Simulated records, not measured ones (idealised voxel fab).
process module | voxel released beams
cross-section cut | 280 nm wide | cells 5 nm
A cross-section is a grid of square cells, given in bands from the top down. A band is one or more rows of cells.
Each band's line starts with the height of the band's top and of its bottom, in nm. Then come its materials from left to right, each with its width in nm. One material with "throughout" fills the band from edge to edge. "air" is empty space.
Height 0 is the level under which the wafer as received is all one material. The lowest band goes on downwards, as in "0 down".
A width such as "30 to 40" changes by the same amount from each row of cells to the next, from the band's top row to its bottom row.
"no change" after a step means that no cell of the cross-section changed.
closed voids: empty space of 8 cells or more with no open way to the top, each as width x height at its distance from the left edge, in nm
after a step's settings: what the simulator itself notes on the step
overlay nm, on a step with a mask: how far to the right of its planned place the mask lay; to the left if negative
plan
1 op RECEIVE | material Si
2 op CONFORMAL_DEP | material SiN | thk nm 10
3 op DIRECTIONAL_DEP | material SiO2 | thk nm 15
4 op DIRECTIONAL_DEP | material aC | thk nm 10
5 op PATTERN | tone open | mask id ANCHOR | material resist | width nm 35 | thk nm 30 | overlay nm 0
6 op DIRECTIONAL_ETCH | etch materials aC | depth nm 10
7 op STRIP | etch materials resist
8 op DIRECTIONAL_ETCH | etch materials SiO2 | depth nm 15
9 op STRIP | etch materials aC
10 op CONFORMAL_DEP | material W | thk nm 10
11 op MASKED_ETCH | tone cover | mask id BEAM | width nm 120 | etch materials W | depth nm 10 | overlay nm 0
12 op STRIP | etch materials SiO2
as received, after step 1
  0 down: Si throughout
  closed voids: none
first wafer at the end, as planned
  35 to 25: air 75 | W 15 | air 15 | W 90 | air 85
  25 to 20: air 80 | W 10 | air 15 | W 10 | air 165
  20 to 10: air 80 | W 35 | air 165
  10 to 0: SiN throughout
  0 down: Si throughout
  closed voids: none
second wafer at the end: like start, like plan, one mistake
  40 to 30: air 75 | W 20 | air 5 | W 95 | air 85
  30 to 25: W 95 | air 5 | W 180
  25 to 10: SiO2 80 | W 35 | SiO2 165
  10 to 0: SiN throughout
  0 down: Si throughout
  closed voids: none
what went wrong: step 10 ran as: op CONFORMAL_DEP | material W | thk nm 15
at the end the second wafer has, in cells: 147 more of SiO2 | 62 more of W
